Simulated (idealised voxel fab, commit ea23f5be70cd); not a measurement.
Documented hereafter: the process module known as voxel air gaps.
Cross-section cut spans 235 nm and uses square cells 5 nm in size.
How to read a cross-section here: the picture is a grid of square cells, written as bands going from the top down, and any band can span one or more rows of cells. Band: top and bottom heights (nm) first, top before bottom; then materials from left to right, widths in nm. "everywhere" marks a sole material filling the band edge to edge. "empty" denotes empty space. Height is counted from the level 0, under which the received wafer is composed throughout of one material. The lowest of the bands is not closed at the bottom but continues downward, in the notation "0 down". A width given as "30..40" starts at the first number in the band's top row and ends at the second number in its bottom row, shifting by an equal amount at every step from row to row. For the purposes of this document, the phrase "left unchanged" attached to a step denotes that no cell within the cross-section was modified by that step. Look at "Enclosed void entries" for the closed voids: empty spaces with no open path to the top, sized 8 cells or up. Each is width x height at distance, distance from the left edge, all nm. Past the settings on a step's line: simulator remark, on that step. "overlay nm" answers the question of how far to the right of plan the mask lay on a step that has a mask, and when it is negative the answer is to the left.

-- Planned step list for the process
1: RECEIVE (material Si)
2: CONFORMAL_DEP (material SiO2; thk nm 10)
3: CONFORMAL_DEP (material SiN; thk nm 5)
4: DIRECTIONAL_DEP (material SiO2; thk nm 40)
5: DIRECTIONAL_DEP (material aC; thk nm 15)
6: PATTERN (tone open; mask id LINES; material resist; width nm 15; pitch nm 45; thk nm 30; overlay nm 0)
7: DIRECTIONAL_ETCH (etch materials aC; depth nm 15)
8: STRIP (etch materials resist)
9: DIRECTIONAL_ETCH (etch materials SiO2; depth nm 40)
10: STRIP (etch materials aC)
11: CONFORMAL_DEP (material TiN; thk nm 5)
12: FILL_DEP (material Ru; thk nm 10)
13: CMP (height nm 55)
14: EPI (material Ru; thk nm 10)
15: SELECTIVE_ETCH (etch materials SiO2; depth nm 50)
16: CONFORMAL_DEP (material SiN; thk nm 5)

-- Wafer cross-section on receipt, i.e. after step 1
- 0 down: Si everywhere
- Enclosed void entries: none

-- This is how the wafer looks in cross-section once the module is done, given the starting state and plan above and one mistake in carrying the plan out
- 70 to 65: empty 50; TiN 135; empty 50
- 65 to 55: empty 50; TiN 5; Ru 35; TiN 10; Ru 35; TiN 10; Ru 35; TiN 5; empty 50
- 55 to 50: empty 50; TiN 20; Ru 5; TiN 40; Ru 5; TiN 40; Ru 5; TiN 20; empty 50
- 50 to 20: empty 60; TiN 10; Ru 5; TiN 10; empty 20; TiN 10; Ru 5; TiN 10; empty 20; TiN 10; Ru 5; TiN 10; empty 60
- 20 to 15: TiN everywhere
- 15 to 10: SiN everywhere
- 10 to 0: SiO2 everywhere
- 0 down: Si everywhere
- Enclosed void entries: 20 x 30 at 85; 20 x 30 at 130
What was done differently from what was planned? step 16 ran as: CONFORMAL_DEP (material TiN; thk nm 5)
